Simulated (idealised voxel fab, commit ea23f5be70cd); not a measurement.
The document below concerns the process module designated voxel self aligned contacts.
Cross-section cut: width 215 nm, square cells of 5 nm.
Heads up, the way a cross-section reads in here is a grid of square cells, handed over as bands from the top down, with every band being one or more rows of cells. In this notation a band is specified by the heights of its top and bottom, in that order and in nm, after which its materials appear from left to right, each paired with its width in nm. The word "everywhere" attached to a single material means that material fills the band from edge to edge; the word "empty" stands for empty space. Heights are measured from 0, the level below which the as-received wafer is all one material; the lowest band has no bottom and continues downward, written as in "0 nm and below". When a width is written as two numbers, as in "30..40", the first number is the width in the top row of cells of the band and the second is the width in its bottom row, and the width changes by the same amount from each row to the next. The designation "nothing different", where it is given for a processing step, indicates that no cell of the cross-section was altered in the course of that step. You'll see "Trapped void list" listing empty spaces that have no way open to the top, as long as they're 8 cells or more; the notation is width x height at distance, where the distance is from the left edge, and all of it is in nm. If you see something after the settings on a step's line, that's the simulator's own remark about that step. "overlay nm", when on a step's line for a step with a mask, measures how far to the right of its planned place the mask lay; a negative measure means to the left. Below you will find pairs of cross-sections. In each, one shows the wafer before one process step and the other after it, with the after view ending at the lowest band that changed. Under each pair is the step separating them, along with its settings. Do not assume the pairs form a chain: they can come from different runs of this module on the same starting wafer, and a pair continues from the pair above it only when its "Before step" entry says so.
## Before step
> 0 nm and below  Si everywhere
> Trapped void list: none
## Sectional View, Post-Process
> 5 nm to 0 nm  SiO2 everywhere
> Note: structure below 0 unchanged.
> Trapped void list: none
Between before and after as drawn above: CONFORMAL_DEP | material SiO2 | thk nm 5
Before step: carried over from the after image of the pair right above.
## Sectional View, Post-Process
> 25 nm to 5 nm  polySi everywhere
> Note: structure below 5 unchanged.
> Trapped void list: none
Between before and after as drawn above: DIRECTIONAL_DEP | material polySi | thk nm 20
Before step: carried over from the after image of the pair right above.
## Sectional View, Post-Process
> 50 nm to 25 nm  SiN everywhere
> Note: structure below 25 unchanged.
> Trapped void list: none
Between before and after as drawn above: DIRECTIONAL_DEP | material SiN | thk nm 25
Before step: carried over from the after image of the pair right above.
## Sectional View, Post-Process
> 65 nm to 50 nm  empty: 35  resist: 25  empty: 35  resist: 25  empty: 35  resist: 25  empty: 35
> Note: structure below 50 unchanged.
> Trapped void list: none
Between before and after as drawn above: PATTERN | tone cover | mask id GATE | material resist | width nm 25 | pitch nm 60 | thk nm 15 | overlay nm 0
Before step: carried over from the after image of the pair right above.
## Sectional View, Post-Process
> 65 nm to 50 nm  empty: 35  resist: 25  empty: 35  resist: 25  empty: 35  resist: 25  empty: 35
> 50 nm to 25 nm  empty: 35  SiN: 25  empty: 35  SiN: 25  empty: 35  SiN: 25  empty: 35
> Note: structure below 25 unchanged.
> Trapped void list: none
Between before and after as drawn above: DIRECTIONAL_ETCH | etch materials SiN | depth nm 25
Before step: carried over from the after image of the pair right above.
## Sectional View, Post-Process
> 65 nm to 50 nm  empty: 35  resist: 25  empty: 35  resist: 25  empty: 35  resist: 25  empty: 35
> 50 nm to 25 nm  empty: 35  SiN: 25  empty: 35  SiN: 25  empty: 35  SiN: 25  empty: 35
> 25 nm to 5 nm  empty: 35  polySi: 25  empty: 35  polySi: 25  empty: 35  polySi: 25  empty: 35
> Note: structure below 5 unchanged.
> Trapped void list: none
Between before and after as drawn above: DIRECTIONAL_ETCH | etch materials polySi | depth nm 20
Before step: carried over from the after image of the pair right above.
## Sectional View, Post-Process
> 50 nm to 25 nm  empty: 35  SiN: 25  empty: 35  SiN: 25  empty: 35  SiN: 25  empty: 35
> Note: structure below 25 unchanged.
> Trapped void list: none
Between before and after as drawn above: STRIP | etch materials resist
Before step: carried over from the after image of the pair right above.
## Sectional View, Post-Process
> 60 nm to 25 nm  empty: 25  SiN: 45  empty: 15  SiN: 45  empty: 15  SiN: 45  empty: 25
> 25 nm to 15 nm  empty: 25  SiN: 10  polySi: 25  SiN: 10  empty: 15  SiN: 10  polySi: 25  SiN: 10  empty: 15  SiN: 10  polySi: 25  SiN: 10  empty: 25
> 15 nm to 5 nm  SiN: 35  polySi: 25  SiN: 35  polySi: 25  SiN: 35  polySi: 25  SiN: 35
> Note: structure below 5 unchanged.
> Trapped void list: none
Between before and after as drawn above: CONFORMAL_DEP | material SiN | thk nm 10
Before step: carried over from the after image of the pair right above.
## Sectional View, Post-Process
> 50 nm to 25 nm  empty: 25  SiN: 45  empty: 15  SiN: 45  empty: 15  SiN: 45  empty: 25
> 25 nm to 5 nm  empty: 25  SiN: 10  polySi: 25  SiN: 10  empty: 15  SiN: 10  polySi: 25  SiN: 10  empty: 15  SiN: 10  polySi: 25  SiN: 10  empty: 25
> Note: structure below 5 unchanged.
> Trapped void list: none
Between before and after as drawn above: DIRECTIONAL_ETCH | etch materials SiN | depth nm 10
Before step: carried over from the after image of the pair right above.
## Sectional View, Post-Process
> 65 nm to 50 nm  SiO2 everywhere
> 50 nm to 25 nm  SiO2: 25  SiN: 45  SiO2: 15  SiN: 45  SiO2: 15  SiN: 45  SiO2: 25
> 25 nm to 5 nm  SiO2: 25  SiN: 10  polySi: 25  SiN: 10  SiO2: 15  SiN: 10  polySi: 25  SiN: 10  SiO2: 15  SiN: 10  polySi: 25  SiN: 10  SiO2: 25
> Note: structure below 5 unchanged.
> Trapped void list: none
Between before and after as drawn above: FILL_DEP | material SiO2 | thk nm 15
Before step: carried over from the after image of the pair right above.
## Sectional View, Post-Process
> 60 nm to 50 nm  SiO2 everywhere
> Note: structure below 50 unchanged.
> Trapped void list: none
Between before and after as drawn above: CMP | height nm 60
Before step: carried over from the after image of the pair right above.
## Sectional View, Post-Process
> 75 nm to 60 nm  aC everywhere
> Note: structure below 60 unchanged.
> Trapped void list: none
Between before and after as drawn above: DIRECTIONAL_DEP | material aC | thk nm 15
Before step: carried over from the after image of the pair right above.
## Sectional View, Post-Process
> 105 nm to 75 nm  resist: 55  empty: 45  resist: 15  empty: 45  resist: 55
> Note: structure below 75 unchanged.
> Trapped void list: none
Between before and after as drawn above: PATTERN | tone open | mask id CONTACT | material resist | width nm 45 | pitch nm 60 | thk nm 30 | overlay nm 0
Before step: carried over from the after image of the pair right above.
## Sectional View, Post-Process
> 90 nm to 75 nm  resist: 55  empty: 45  resist: 15  empty: 45  resist: 55
> 75 nm to 60 nm  aC: 55  empty: 45  aC: 15  empty: 45  aC: 55
> Note: structure below 60 unchanged.
> Trapped void list: none
Between before and after as drawn above: DIRECTIONAL_ETCH | etch materials aC | depth nm 15
Before step: carried over from the after image of the pair right above.
## Sectional View, Post-Process
> 75 nm to 60 nm  aC: 55  empty: 45  aC: 15  empty: 45  aC: 55
> Note: structure below 60 unchanged.
> Trapped void list: none
Between before and after as drawn above: STRIP | etch materials resist
Before step: carried over from the after image of the pair right above.
## Sectional View, Post-Process
> 75 nm to 60 nm  aC: 55  empty: 45  aC: 15  empty: 45  aC: 55
> 60 nm to 50 nm  SiO2: 55  empty: 45  SiO2: 15  empty: 45  SiO2: 55
> 50 nm to 25 nm  SiO2: 25  SiN: 45  empty: 15  SiN: 45  empty: 15  SiN: 45  SiO2: 25
> 25 nm to 5 nm  SiO2: 25  SiN: 10  polySi: 25  SiN: 10  empty: 15  SiN: 10  polySi: 25  SiN: 10  empty: 15  SiN: 10  polySi: 25  SiN: 10  SiO2: 25
> 5 nm to 0 nm  SiO2: 70  empty: 15  SiO2: 45  empty: 15  SiO2: 70
> Note: structure below 0 unchanged.
> Trapped void list: none
Between before and after as drawn above: DIRECTIONAL_ETCH | etch materials SiO2 | depth nm 60
Before step: carried over from the after image of the pair right above.
## Sectional View, Post-Process
> 60 nm to 50 nm  SiO2: 55  empty: 45  SiO2: 15  empty: 45  SiO2: 55
> Note: structure below 50 unchanged.
> Trapped void list: none
Between before and after as drawn above: STRIP | etch materials aC
Before step: carried over from the after image of the pair right above.
## Sectional View, Post-Process
> 65 nm to 60 nm  TiN: 60  empty: 35  TiN: 25  empty: 35  TiN: 60
> 60 nm to 50 nm  SiO2: 55  TiN: 5..20  empty: 35..5  TiN: 5..20  SiO2: 15  TiN: 5..20  empty: 35..5  TiN: 5..20  SiO2: 55
> 50 nm to 25 nm  SiO2: 25  SiN: 45  TiN: 5  empty: 5  TiN: 5  SiN: 45  TiN: 5  empty: 5  TiN: 5  SiN: 45  SiO2: 25
> 25 nm to 5 nm  SiO2: 25  SiN: 10  polySi: 25  SiN: 10  TiN: 5  empty: 5  TiN: 5  SiN: 10  polySi: 25  SiN: 10  TiN: 5  empty: 5  TiN: 5  SiN: 10  polySi: 25  SiN: 10  SiO2: 25
> 5 nm to 0 nm  SiO2: 70  TiN: 15  SiO2: 45  TiN: 15  SiO2: 70
> Note: structure below 0 unchanged.
> Trapped void list: none
Between before and after as drawn above: CONFORMAL_DEP | material TiN | thk nm 5
Before step: carried over from the after image of the pair right above.
## Sectional View, Post-Process
> 70 nm to 65 nm  W everywhere
> 65 nm to 60 nm  TiN: 60  W: 35  TiN: 25  W: 35  TiN: 60
> 60 nm to 50 nm  SiO2: 55  TiN: 5..20  W: 35..5  TiN: 5..20  SiO2: 15  TiN: 5..20  W: 35..5  TiN: 5..20  SiO2: 55
> 50 nm to 25 nm  SiO2: 25  SiN: 45  TiN: 5  W: 5  TiN: 5  SiN: 45  TiN: 5  W: 5  TiN: 5  SiN: 45  SiO2: 25
> 25 nm to 5 nm  SiO2: 25  SiN: 10  polySi: 25  SiN: 10  TiN: 5  W: 5  TiN: 5  SiN: 10  polySi: 25  SiN: 10  TiN: 5  W: 5  TiN: 5  SiN: 10  polySi: 25  SiN: 10  SiO2: 25
> Note: structure below 5 unchanged.
> Trapped void list: none
Between before and after as drawn above: FILL_DEP | material W | thk nm 5
Before step: carried over from the after image of the pair right above.
## Sectional View, Post-Process
> 60 nm to 50 nm  SiO2: 55  TiN: 5..20  W: 35..5  TiN: 5..20  SiO2: 15  TiN: 5..20  W: 35..5  TiN: 5..20  SiO2: 55
> Note: structure below 50 unchanged.
> Trapped void list: none
Between before and after as drawn above: CMP | height nm 60
Before step: carried over from the after image of the pair right above.
## Sectional View, Post-Process
> 65 nm to 60 nm  SiCN everywhere
> Note: structure below 60 unchanged.
> Trapped void list: none
Between before and after as drawn above: CONFORMAL_DEP | material SiCN | thk nm 5
## Before step
> 0 nm and below  Si everywhere
> Trapped void list: none
## Sectional View, Post-Process
> 20 nm to 0 nm  polySi everywhere
> Note: structure below 0 unchanged.
> Trapped void list: none
Between before and after as drawn above: DIRECTIONAL_DEP | material polySi | thk nm 20
Before step: carried over from the after image of the pair right above.
## Sectional View, Post-Process
> 45 nm to 20 nm  SiN everywhere
> Note: structure below 20 unchanged.
> Trapped void list: none
Between before and after as drawn above: DIRECTIONAL_DEP | material SiN | thk nm 25
Before step: carried over from the after image of the pair right above.
## Sectional View, Post-Process
> 60 nm to 45 nm  empty: 35  resist: 25  empty: 35  resist: 25  empty: 35  resist: 25  empty: 35
> Note: structure below 45 unchanged.
> Trapped void list: none
Between before and after as drawn above: PATTERN | tone cover | mask id GATE | material resist | width nm 25 | pitch nm 60 | thk nm 15 | overlay nm 0
Before step: carried over from the after image of the pair right above.
## Sectional View, Post-Process
> 60 nm to 45 nm  empty: 35  resist: 25  empty: 35  resist: 25  empty: 35  resist: 25  empty: 35
> 45 nm to 20 nm  empty: 35  SiN: 25  empty: 35  SiN: 25  empty: 35  SiN: 25  empty: 35
> Note: structure below 20 unchanged.
> Trapped void list: none
Between before and after as drawn above: DIRECTIONAL_ETCH | etch materials SiN | depth nm 25
Before step: carried over from the after image of the pair right above.
## Sectional View, Post-Process
> 60 nm to 45 nm  empty: 35  resist: 25  empty: 35  resist: 25  empty: 35  resist: 25  empty: 35
> 45 nm to 20 nm  empty: 35  SiN: 25  empty: 35  SiN: 25  empty: 35  SiN: 25  empty: 35
> 20 nm to 0 nm  empty: 35  polySi: 25  empty: 35  polySi: 25  empty: 35  polySi: 25  empty: 35
> Note: structure below 0 unchanged.
> Trapped void list: none
Between before and after as drawn above: DIRECTIONAL_ETCH | etch materials polySi | depth nm 20
Before step: carried over from the after image of the pair right above.
## Sectional View, Post-Process
> 45 nm to 20 nm  empty: 35  SiN: 25  empty: 35  SiN: 25  empty: 35  SiN: 25  empty: 35
> Note: structure below 20 unchanged.
> Trapped void list: none
Between before and after as drawn above: STRIP | etch materials resist
Before step: carried over from the after image of the pair right above.
## Sectional View, Post-Process
> 55 nm to 20 nm  empty: 25  SiN: 45  empty: 15  SiN: 45  empty: 15  SiN: 45  empty: 25
> 20 nm to 10 nm  empty: 25  SiN: 10  polySi: 25  SiN: 10  empty: 15  SiN: 10  polySi: 25  SiN: 10  empty: 15  SiN: 10  polySi: 25  SiN: 10  empty: 25
> 10 nm to 0 nm  SiN: 35  polySi: 25  SiN: 35  polySi: 25  SiN: 35  polySi: 25  SiN: 35
> Note: structure below 0 unchanged.
> Trapped void list: none
Between before and after as drawn above: CONFORMAL_DEP | material SiN | thk nm 10
Before step: carried over from the after image of the pair right above.
## Sectional View, Post-Process
> 45 nm to 20 nm  empty: 25  SiN: 45  empty: 15  SiN: 45  empty: 15  SiN: 45  empty: 25
> 20 nm to 0 nm  empty: 25  SiN: 10  polySi: 25  SiN: 10  empty: 15  SiN: 10  polySi: 25  SiN: 10  empty: 15  SiN: 10  polySi: 25  SiN: 10  empty: 25
> Note: structure below 0 unchanged.
> Trapped void list: none
Between before and after as drawn above: DIRECTIONAL_ETCH | etch materials SiN | depth nm 10
Before step: carried over from the after image of the pair right above.
## Sectional View, Post-Process
> 60 nm to 45 nm  SiO2 everywhere
> 45 nm to 20 nm  SiO2: 25  SiN: 45  SiO2: 15  SiN: 45  SiO2: 15  SiN: 45  SiO2: 25
> 20 nm to 0 nm  SiO2: 25  SiN: 10  polySi: 25  SiN: 10  SiO2: 15  SiN: 10  polySi: 25  SiN: 10  SiO2: 15  SiN: 10  polySi: 25  SiN: 10  SiO2: 25
> Note: structure below 0 unchanged.
> Trapped void list: none
Between before and after as drawn above: FILL_DEP | material SiO2 | thk nm 15
Before step: carried over from the after image of the pair right above.
## Sectional View, Post-Process
> 75 nm to 60 nm  aC everywhere
> Note: structure below 60 unchanged.
> Trapped void list: none
Between before and after as drawn above: DIRECTIONAL_DEP | material aC | thk nm 15
Before step: carried over from the after image of the pair right above.
## Sectional View, Post-Process
> 105 nm to 75 nm  resist: 55  empty: 45  resist: 15  empty: 45  resist: 55
> Note: structure below 75 unchanged.
> Trapped void list: none
Between before and after as drawn above: PATTERN | tone open | mask id CONTACT | material resist | width nm 45 | pitch nm 60 | thk nm 30 | overlay nm 0
Before step: carried over from the after image of the pair right above.
## Sectional View, Post-Process
> 90 nm to 75 nm  resist: 55  empty: 45  resist: 15  empty: 45  resist: 55
> 75 nm to 60 nm  aC: 55  empty: 45  aC: 15  empty: 45  aC: 55
> Note: structure below 60 unchanged.
> Trapped void list: none
Between before and after as drawn above: DIRECTIONAL_ETCH | etch materials aC | depth nm 15
Before step: carried over from the after image of the pair right above.
## Sectional View, Post-Process
> 75 nm to 60 nm  aC: 55  empty: 45  aC: 15  empty: 45  aC: 55
> Note: structure below 60 unchanged.
> Trapped void list: none
Between before and after as drawn above: STRIP | etch materials resist
Before step: carried over from the after image of the pair right above.
## Sectional View, Post-Process
> 75 nm to 60 nm  aC: 55  empty: 45  aC: 15  empty: 45  aC: 55
> 60 nm to 45 nm  SiO2: 55  empty: 45  SiO2: 15  empty: 45  SiO2: 55
> 45 nm to 20 nm  SiO2: 25  SiN: 45  empty: 15  SiN: 45  empty: 15  SiN: 45  SiO2: 25
> 20 nm to 0 nm  SiO2: 25  SiN: 10  polySi: 25  SiN: 10  empty: 15  SiN: 10  polySi: 25  SiN: 10  empty: 15  SiN: 10  polySi: 25  SiN: 10  SiO2: 25
> Note: structure below 0 unchanged.
> Trapped void list: none
Between before and after as drawn above: DIRECTIONAL_ETCH | etch materials SiO2 | depth nm 60
Before step: carried over from the after image of the pair right above.
## Sectional View, Post-Process
> 60 nm to 45 nm  SiO2: 55  empty: 45  SiO2: 15  empty: 45  SiO2: 55
> Note: structure below 45 unchanged.
> Trapped void list: none
Between before and after as drawn above: STRIP | etch materials aC
Before step: carried over from the after image of the pair right above.
## Sectional View, Post-Process
> 65 nm to 60 nm  TiN: 60  empty: 35  TiN: 25  empty: 35  TiN: 60
> 60 nm to 50 nm  SiO2: 55  TiN: 5  empty: 35  TiN: 5  SiO2: 15  TiN: 5  empty: 35  TiN: 5  SiO2: 55
> 50 nm to 45 nm  SiO2: 55  TiN: 20  empty: 5  TiN: 20  SiO2: 15  TiN: 20  empty: 5  TiN: 20  SiO2: 55
> 45 nm to 20 nm  SiO2: 25  SiN: 45  TiN: 5  empty: 5  TiN: 5  SiN: 45  TiN: 5  empty: 5  TiN: 5  SiN: 45  SiO2: 25
> 20 nm to 5 nm  SiO2: 25  SiN: 10  polySi: 25  SiN: 10  TiN: 5  empty: 5  TiN: 5  SiN: 10  polySi: 25  SiN: 10  TiN: 5  empty: 5  TiN: 5  SiN: 10  polySi: 25  SiN: 10  SiO2: 25
> 5 nm to 0 nm  SiO2: 25  SiN: 10  polySi: 25  SiN: 10  TiN: 15  SiN: 10  polySi: 25  SiN: 10  TiN: 15  SiN: 10  polySi: 25  SiN: 10  SiO2: 25
> Note: structure below 0 unchanged.
> Trapped void list: none
Between before and after as drawn above: CONFORMAL_DEP | material TiN | thk nm 5
Before step: carried over from the after image of the pair right above.
## Sectional View, Post-Process
> 70 nm to 65 nm  W everywhere
> 65 nm to 60 nm  TiN: 60  W: 35  TiN: 25  W: 35  TiN: 60
> 60 nm to 50 nm  SiO2: 55  TiN: 5  W: 35  TiN: 5  SiO2: 15  TiN: 5  W: 35  TiN: 5  SiO2: 55
> 50 nm to 45 nm  SiO2: 55  TiN: 20  W: 5  TiN: 20  SiO2: 15  TiN: 20  W: 5  TiN: 20  SiO2: 55
> 45 nm to 20 nm  SiO2: 25  SiN: 45  TiN: 5  W: 5  TiN: 5  SiN: 45  TiN: 5  W: 5  TiN: 5  SiN: 45  SiO2: 25
> 20 nm to 5 nm  SiO2: 25  SiN: 10  polySi: 25  SiN: 10  TiN: 5  W: 5  TiN: 5  SiN: 10  polySi: 25  SiN: 10  TiN: 5  W: 5  TiN: 5  SiN: 10  polySi: 25  SiN: 10  SiO2: 25
> Note: structure below 5 unchanged.
> Trapped void list: none
Between before and after as drawn above: FILL_DEP | material W | thk nm 5
Before step: carried over from the after image of the pair right above.
## Sectional View, Post-Process
> 60 nm to 50 nm  SiO2: 55  TiN: 5  W: 35  TiN: 5  SiO2: 15  TiN: 5  W: 35  TiN: 5  SiO2: 55
> Note: structure below 50 unchanged.
> Trapped void list: none
Between before and after as drawn above: CMP | height nm 60
Before step: carried over from the after image of the pair right above.
## Sectional View, Post-Process
> 65 nm to 60 nm  SiCN everywhere
> Note: structure below 60 unchanged.
> Trapped void list: none
Between before and after as drawn above: CONFORMAL_DEP | material SiCN | thk nm 5
## Before step
> 50 nm to 25 nm  SiN everywhere
> 25 nm to 5 nm  polySi everywhere
> 5 nm to 0 nm  SiO2 everywhere
> 0 nm and below  Si everywhere
> Trapped void list: none
## Sectional View, Post-Process
> 75 nm to 25 nm  SiN everywhere
> Note: structure below 25 unchanged.
> Trapped void list: none
Between before and after as drawn above: DIRECTIONAL_DEP | material SiN | thk nm 25
Before step: carried over from the after image of the pair right above.
## Sectional View, Post-Process
> 90 nm to 75 nm  empty: 35  resist: 25  empty: 35  resist: 25  empty: 35  resist: 25  empty: 35
> Note: structure below 75 unchanged.
> Trapped void list: none
Between before and after as drawn above: PATTERN | tone cover | mask id GATE | material resist | width nm 25 | pitch nm 60 | thk nm 15 | overlay nm 0
Before step: carried over from the after image of the pair right above.
## Sectional View, Post-Process
> 90 nm to 75 nm  empty: 35  resist: 25  empty: 35  resist: 25  empty: 35  resist: 25  empty: 35
> 75 nm to 50 nm  empty: 35  SiN: 25  empty: 35  SiN: 25  empty: 35  SiN: 25  empty: 35
> Note: structure below 50 unchanged.
> Trapped void list: none
Between before and after as drawn above: DIRECTIONAL_ETCH | etch materials SiN | depth nm 25
Before step: carried over from the after image of the pair right above.
## Sectional View, Post-Process
> 75 nm to 50 nm  empty: 35  SiN: 25  empty: 35  SiN: 25  empty: 35  SiN: 25  empty: 35
> Note: structure below 50 unchanged.
> Trapped void list: none
Between before and after as drawn above: STRIP | etch materials resist
Before step: carried over from the after image of the pair right above.
## Sectional View, Post-Process
> 85 nm to 60 nm  empty: 25  SiN: 45  empty: 15  SiN: 45  empty: 15  SiN: 45  empty: 25
> 60 nm to 25 nm  SiN everywhere
> Note: structure below 25 unchanged.
> Trapped void list: none
Between before and after as drawn above: CONFORMAL_DEP | material SiN | thk nm 10
Before step: carried over from the after image of the pair right above.
## Sectional View, Post-Process
> 75 nm to 50 nm  empty: 25  SiN: 45  empty: 15  SiN: 45  empty: 15  SiN: 45  empty: 25
> Note: structure below 50 unchanged.
> Trapped void list: none
Between before and after as drawn above: DIRECTIONAL_ETCH | etch materials SiN | depth nm 10
Before step: carried over from the after image of the pair right above.
## Sectional View, Post-Process
> 90 nm to 75 nm  SiO2 everywhere
> 75 nm to 50 nm  SiO2: 25  SiN: 45  SiO2: 15  SiN: 45  SiO2: 15  SiN: 45  SiO2: 25
> Note: structure below 50 unchanged.
> Trapped void list: none
Between before and after as drawn above: FILL_DEP | material SiO2 | thk nm 15
Before step: carried over from the after image of the pair right above.
## Sectional View, Post-Process
> 60 nm to 50 nm  SiO2: 25  SiN: 45  SiO2: 15  SiN: 45  SiO2: 15  SiN: 45  SiO2: 25
> Note: structure below 50 unchanged.
> Trapped void list: none
Between before and after as drawn above: CMP | height nm 60
Before step: carried over from the after image of the pair right above.
## Sectional View, Post-Process
> 75 nm to 60 nm  aC everywhere
> Note: structure below 60 unchanged.
> Trapped void list: none
Between before and after as drawn above: DIRECTIONAL_DEP | material aC | thk nm 15
Before step: carried over from the after image of the pair right above.
## Sectional View, Post-Process
> 105 nm to 75 nm  resist: 55  empty: 45  resist: 15  empty: 45  resist: 55
> Note: structure below 75 unchanged.
> Trapped void list: none
Between before and after as drawn above: PATTERN | tone open | mask id CONTACT | material resist | width nm 45 | pitch nm 60 | thk nm 30 | overlay nm 0
Before step: carried over from the after image of the pair right above.
## Sectional View, Post-Process
> 90 nm to 75 nm  resist: 55  empty: 45  resist: 15  empty: 45  resist: 55
> 75 nm to 60 nm  aC: 55  empty: 45  aC: 15  empty: 45  aC: 55
> Note: structure below 60 unchanged.
> Trapped void list: none
Between before and after as drawn above: DIRECTIONAL_ETCH | etch materials aC | depth nm 15
Before step: carried over from the after image of the pair right above.
## Sectional View, Post-Process
> 75 nm to 60 nm  aC: 55  empty: 45  aC: 15  empty: 45  aC: 55
> Note: structure below 60 unchanged.
> Trapped void list: none
Between before and after as drawn above: STRIP | etch materials resist
Before step: carried over from the after image of the pair right above.
## Sectional View, Post-Process
> 75 nm to 60 nm  aC: 55  empty: 45  aC: 15  empty: 45  aC: 55
> 60 nm to 50 nm  SiO2: 25  SiN: 45  empty: 15  SiN: 45  empty: 15  SiN: 45  SiO2: 25
> Note: structure below 50 unchanged.
> Trapped void list: none
Between before and after as drawn above: DIRECTIONAL_ETCH | etch materials SiO2 | depth nm 60
Before step: carried over from the after image of the pair right above.
## Sectional View, Post-Process
> 60 nm to 50 nm  SiO2: 25  SiN: 45  empty: 15  SiN: 45  empty: 15  SiN: 45  SiO2: 25
> Note: structure below 50 unchanged.
> Trapped void list: none
Between before and after as drawn above: STRIP | etch materials aC
Before step: carried over from the after image of the pair right above.
## Sectional View, Post-Process
> 65 nm to 60 nm  TiN: 75  empty: 5  TiN: 55  empty: 5  TiN: 75
> 60 nm to 55 nm  SiO2: 25  SiN: 45  TiN: 5  empty: 5  TiN: 5  SiN: 45  TiN: 5  empty: 5  TiN: 5  SiN: 45  SiO2: 25
> 55 nm to 50 nm  SiO2: 25  SiN: 45  TiN: 15  SiN: 45  TiN: 15  SiN: 45  SiO2: 25
> Note: structure below 50 unchanged.
> Trapped void list: none
Between before and after as drawn above: CONFORMAL_DEP | material TiN | thk nm 5
Before step: carried over from the after image of the pair right above.
## Sectional View, Post-Process
> 70 nm to 65 nm  W everywhere
> 65 nm to 60 nm  TiN: 75  W: 5  TiN: 55  W: 5  TiN: 75
> 60 nm to 55 nm  SiO2: 25  SiN: 45  TiN: 5  W: 5  TiN: 5  SiN: 45  TiN: 5  W: 5  TiN: 5  SiN: 45  SiO2: 25
> Note: structure below 55 unchanged.
> Trapped void list: none
Between before and after as drawn above: FILL_DEP | material W | thk nm 5
Before step: carried over from the after image of the pair right above.
## Sectional View, Post-Process
> 60 nm to 55 nm  SiO2: 25  SiN: 45  TiN: 5  W: 5  TiN: 5  SiN: 45  TiN: 5  W: 5  TiN: 5  SiN: 45  SiO2: 25
> Note: structure below 55 unchanged.
> Trapped void list: none
Between before and after as drawn above: CMP | height nm 60
Before step: carried over from the after image of the pair right above.
## Sectional View, Post-Process
> 65 nm to 60 nm  SiCN everywhere
> Note: structure below 60 unchanged.
> Trapped void list: none
Between before and after as drawn above: CONFORMAL_DEP | material SiCN | thk nm 5
## Before step
> 20 nm to 0 nm  polySi everywhere
> 0 nm and below  Si everywhere
> Trapped void list: none
## Sectional View, Post-Process
> 25 nm to 20 nm  SiO2 everywhere
> Note: structure below 20 unchanged.
> Trapped void list: none
Between before and after as drawn above: CONFORMAL_DEP | material SiO2 | thk nm 5
Before step: carried over from the after image of the pair right above.
## Sectional View, Post-Process
> 50 nm to 25 nm  SiN everywhere
> Note: structure below 25 unchanged.
> Trapped void list: none
Between before and after as drawn above: DIRECTIONAL_DEP | material SiN | thk nm 25
Before step: carried over from the after image of the pair right above.
## Sectional View, Post-Process
> 65 nm to 50 nm  empty: 35  resist: 25  empty: 35  resist: 25  empty: 35  resist: 25  empty: 35
> Note: structure below 50 unchanged.
> Trapped void list: none
Between before and after as drawn above: PATTERN | tone cover | mask id GATE | material resist | width nm 25 | pitch nm 60 | thk nm 15 | overlay nm 0
Before step: carried over from the after image of the pair right above.
## Sectional View, Post-Process
> 65 nm to 50 nm  empty: 35  resist: 25  empty: 35  resist: 25  empty: 35  resist: 25  empty: 35
> 50 nm to 25 nm  empty: 35  SiN: 25  empty: 35  SiN: 25  empty: 35  SiN: 25  empty: 35
> Note: structure below 25 unchanged.
> Trapped void list: none
Between before and after as drawn above: DIRECTIONAL_ETCH | etch materials SiN | depth nm 25
Before step: carried over from the after image of the pair right above.
## Sectional View, Post-Process
> 50 nm to 25 nm  empty: 35  SiN: 25  empty: 35  SiN: 25  empty: 35  SiN: 25  empty: 35
> Note: structure below 25 unchanged.
> Trapped void list: none
Between before and after as drawn above: STRIP | etch materials resist
Before step: carried over from the after image of the pair right above.
## Sectional View, Post-Process
> 60 nm to 35 nm  empty: 25  SiN: 45  empty: 15  SiN: 45  empty: 15  SiN: 45  empty: 25
> 35 nm to 25 nm  SiN everywhere
> Note: structure below 25 unchanged.
> Trapped void list: none
Between before and after as drawn above: CONFORMAL_DEP | material SiN | thk nm 10
Before step: carried over from the after image of the pair right above.
## Sectional View, Post-Process
> 50 nm to 25 nm  empty: 25  SiN: 45  empty: 15  SiN: 45  empty: 15  SiN: 45  empty: 25
> Note: structure below 25 unchanged.
> Trapped void list: none
Between before and after as drawn above: DIRECTIONAL_ETCH | etch materials SiN | depth nm 10
Before step: carried over from the after image of the pair right above.
## Sectional View, Post-Process
> 65 nm to 50 nm  SiO2 everywhere
> 50 nm to 25 nm  SiO2: 25  SiN: 45  SiO2: 15  SiN: 45  SiO2: 15  SiN: 45  SiO2: 25
> Note: structure below 25 unchanged.
> Trapped void list: none
Between before and after as drawn above: FILL_DEP | material SiO2 | thk nm 15
Before step: carried over from the after image of the pair right above.
## Sectional View, Post-Process
> 60 nm to 50 nm  SiO2 everywhere
> Note: structure below 50 unchanged.
> Trapped void list: none
Between before and after as drawn above: CMP | height nm 60
Before step: carried over from the after image of the pair right above.
## Sectional View, Post-Process
> 75 nm to 60 nm  aC everywhere
> Note: structure below 60 unchanged.
> Trapped void list: none
Between before and after as drawn above: DIRECTIONAL_DEP | material aC | thk nm 15
Before step: carried over from the after image of the pair right above.
## Sectional View, Post-Process
> 105 nm to 75 nm  resist: 55  empty: 45  resist: 15  empty: 45  resist: 55
> Note: structure below 75 unchanged.
> Trapped void list: none
Between before and after as drawn above: PATTERN | tone open | mask id CONTACT | material resist | width nm 45 | pitch nm 60 | thk nm 30 | overlay nm 0
Before step: carried over from the after image of the pair right above.
## Sectional View, Post-Process
> 90 nm to 75 nm  resist: 55  empty: 45  resist: 15  empty: 45  resist: 55
> 75 nm to 60 nm  aC: 55  empty: 45  aC: 15  empty: 45  aC: 55
> Note: structure below 60 unchanged.
> Trapped void list: none
Between before and after as drawn above: DIRECTIONAL_ETCH | etch materials aC | depth nm 15
Before step: carried over from the after image of the pair right above.
## Sectional View, Post-Process
> 75 nm to 60 nm  aC: 55  empty: 45  aC: 15  empty: 45  aC: 55
> Note: structure below 60 unchanged.
> Trapped void list: none
Between before and after as drawn above: STRIP | etch materials resist
Before step: carried over from the after image of the pair right above.
## Sectional View, Post-Process
> 75 nm to 60 nm  aC: 55  empty: 45  aC: 15  empty: 45  aC: 55
> 60 nm to 50 nm  SiO2: 55  empty: 45  SiO2: 15  empty: 45  SiO2: 55
> 50 nm to 25 nm  SiO2: 25  SiN: 45  empty: 15  SiN: 45  empty: 15  SiN: 45  SiO2: 25
> 25 nm to 20 nm  SiO2: 70  empty: 15  SiO2: 45  empty: 15  SiO2: 70
> Note: structure below 20 unchanged.
> Trapped void list: none
Between before and after as drawn above: DIRECTIONAL_ETCH | etch materials SiO2 | depth nm 60
Before step: carried over from the after image of the pair right above.
## Sectional View, Post-Process
> 60 nm to 50 nm  SiO2: 55  empty: 45  SiO2: 15  empty: 45  SiO2: 55
> Note: structure below 50 unchanged.
> Trapped void list: none
Between before and after as drawn above: STRIP | etch materials aC
